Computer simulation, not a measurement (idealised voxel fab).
The document below concerns the process module designated voxel capacitor over wiring.
Pictured: cross-section cut, 170 nm wide, on a grid of 5 nm square cells.
For the purposes of this document, a cross-section shall be understood as a grid of square cells, specified as bands listed in top-to-bottom order, each band consisting of one or more rows of cells.
Within each band entry, the heights of the top and of the bottom of the band appear first, in that order and in nm; the materials of the band then follow from left to right, each with its corresponding width in nm. The designation "throughout" on a single material indicates that it fills the band from edge to edge; the designation "air" indicates empty space.
Heights from 0 (as-received wafer is one material below). Bottom band endless downward, as "0..down".
Per-row width for "30 to 40": begins at first number (top row of band), ends at second number (bottom row), increment between rows held constant.
The cross-section has no changed cell in any step marked "remained the same".
"Non-vented voids" contains a list of empty spaces, each no smaller than 8 cells and without an open way to the top, written in the form width x height at distance with the distance from the left edge and all three in nm.
Read whatever lies past the settings on a step's line as the simulator's own remark about the step.
On any step carrying a mask, the "overlay nm" setting, if present on the step's line, tells how far right of its planned place the mask lay; negative values point to the left.
### Steps in the process plan
| 1 | RECEIVE | material Si |
| 2 | CONFORMAL_DEP | material SiO2 | thk nm 10 |
| 3 | CONFORMAL_DEP | material SiCN | thk nm 5 |
| 4 | DIRECTIONAL_DEP | material SiO2 | thk nm 25 |
| 5 | DIRECTIONAL_DEP | material aC | thk nm 15 |
| 6 | PATTERN | tone open | mask id METAL_1 | material resist | width nm 30 | pitch nm 85 | thk nm 35 | overlay nm 0 |
| 7 | DIRECTIONAL_ETCH | etch materials aC | depth nm 15 |
| 8 | STRIP | etch materials resist |
| 9 | DIRECTIONAL_ETCH | etch materials SiO2 | depth nm 25 |
| 10 | DIRECTIONAL_ETCH | etch materials SiCN | depth nm 5 |
| 11 | STRIP | etch materials aC |
| 12 | CONFORMAL_DEP | material TiN | thk nm 5 |
| 13 | FILL_DEP | material Ru | thk nm 10 |
| 14 | CMP | height nm 40 |
| 15 | CONFORMAL_DEP | material SiCN | thk nm 5 |
| 16 | DIRECTIONAL_DEP | material lowk | thk nm 15 |
| 17 | PATTERN | tone open | mask id PLUG_1 | material resist | width nm 15 | thk nm 20 | overlay nm 0 |
| 18 | DIRECTIONAL_ETCH | etch materials lowk | depth nm 15 |
| 19 | DIRECTIONAL_ETCH | etch materials SiCN | depth nm 5 |
| 20 | STRIP | etch materials resist |
| 21 | CONFORMAL_DEP | material TiN | thk nm 5 |
| 22 | FILL_DEP | material Cu | thk nm 5 |
| 23 | CMP | height nm 60 |
| 24 | DIRECTIONAL_DEP | material TiN | thk nm 5 |
| 25 | DIRECTIONAL_DEP | material Al2O3 | thk nm 5 |
| 26 | DIRECTIONAL_DEP | material TiN | thk nm 10 |
| 27 | PATTERN | tone cover | mask id UPPER_PLATE | material resist | width nm 50 | thk nm 20 | overlay nm 0 |
| 28 | DIRECTIONAL_ETCH | etch materials TiN | depth nm 10 |
| 29 | DIRECTIONAL_ETCH | etch materials Al2O3 | depth nm 5 |
| 30 | STRIP | etch materials resist |
| 31 | DIRECTIONAL_DEP | material aC | thk nm 10 |
| 32 | PATTERN | tone cover | mask id LOWER_PLATE | material resist | width nm 70 | thk nm 25 | overlay nm 0 |
| 33 | DIRECTIONAL_ETCH | etch materials aC | depth nm 10 |
| 34 | STRIP | etch materials resist |
| 35 | DIRECTIONAL_ETCH | etch materials TiN | depth nm 5 |
| 36 | STRIP | etch materials aC |
| 37 | FILL_DEP | material SiO2 | thk nm 20 |
| 38 | CMP | height nm 95 |
| 39 | DIRECTIONAL_DEP | material aC | thk nm 15 |
| 40 | PATTERN | tone open | mask id PLUG_2 | material resist | width nm 15 | thk nm 35 | overlay nm 0 |
| 41 | DIRECTIONAL_ETCH | etch materials aC | depth nm 15 |
| 42 | STRIP | etch materials resist |
| 43 | DIRECTIONAL_ETCH | etch materials SiO2 | depth nm 15 |
| 44 | STRIP | etch materials aC |
| 45 | CONFORMAL_DEP | material TiN | thk nm 5 |
| 46 | FILL_DEP | material Cu | thk nm 5 |
| 47 | CMP | height nm 95 |
| 48 | CONFORMAL_DEP | material SiN | thk nm 5 |
All wafers enter the flow in the same state. The width nm at step 27 differs from wafer to wafer, and the plan gives the value for the first wafer.
### Received wafers, first of several: cross-section after step 1
    0..down = Si throughout
    Non-vented voids: none
### First of several wafers: cross-section at the end of the module, after step 48, its last step
    100..95 = SiN throughout
    95..85 = SiO2 50; TiN 5; Cu 5; TiN 5; SiO2 105
    85..80 = SiO2 50; TiN 15; SiO2 105
    80..70 = SiO2 45; TiN 50; SiO2 75
    70..65 = SiO2 45; Al2O3 50; SiO2 75
    65..60 = SiO2 35; TiN 70; SiO2 65
    60..45 = lowk 40; TiN 5; Cu 5; TiN 5; lowk 115
    45..40 = SiCN 40; TiN 15; SiCN 115
    40..15 = SiO2 25; TiN 5; Ru 20; TiN 5; SiO2 55; TiN 5; Ru 20; TiN 5; SiO2 30
    15..10 = SiCN 25; TiN 30; SiCN 55; TiN 30; SiCN 30
    10..0 = SiO2 throughout
    0..down = Si throughout
    Non-vented voids: none
### Cross-sectional depiction of the last of several wafers upon completion of the module
    100..95 = SiN throughout
    95..85 = SiO2 50; TiN 5; Cu 5; TiN 5; SiO2 105
    85..75 = SiO2 50 to 35; TiN 15 to 70; SiO2 105 to 65
    75..70 = SiO2 35; TiN 75; SiO2 60
    70..65 = SiO2 35; Al2O3 75; SiO2 60
    65..60 = SiO2 35; TiN 75; SiO2 60
    60..45 = lowk 40; TiN 5; Cu 5; TiN 5; lowk 115
    45..40 = SiCN 40; TiN 15; SiCN 115
    40..15 = SiO2 25; TiN 5; Ru 20; TiN 5; SiO2 55; TiN 5; Ru 20; TiN 5; SiO2 30
    15..10 = SiCN 25; TiN 30; SiCN 55; TiN 30; SiCN 30
    10..0 = SiO2 throughout
    0..down = Si throughout
    Non-vented voids: none
### Per wafer, end of module: cells gained (+) or lost (-) per material since receipt, then closed voids
width nm 50; +10 Al2O3; +5 Cu; +40 Ru; +53 SiCN; +34 SiN; +363 SiO2; +82 TiN; +93 lowk; Non-vented voids: none
width nm 55; +11 Al2O3; +5 Cu; +40 Ru; +53 SiCN; +34 SiN; +360 SiO2; +84 TiN; +93 lowk; Non-vented voids: none
width nm 60; +12 Al2O3; +5 Cu; +40 Ru; +53 SiCN; +34 SiN; +357 SiO2; +86 TiN; +93 lowk; Non-vented voids: none
width nm 65; +13 Al2O3; +5 Cu; +40 Ru; +53 SiCN; +34 SiN; +354 SiO2; +88 TiN; +93 lowk; Non-vented voids: none
width nm 70; +14 Al2O3; +5 Cu; +40 Ru; +53 SiCN; +34 SiN; +351 SiO2; +90 TiN; +93 lowk; Non-vented voids: none
width nm 75; +15 Al2O3; +5 Cu; +40 Ru; +53 SiCN; +34 SiN; +348 SiO2; +92 TiN; +93 lowk; Non-vented voids: none
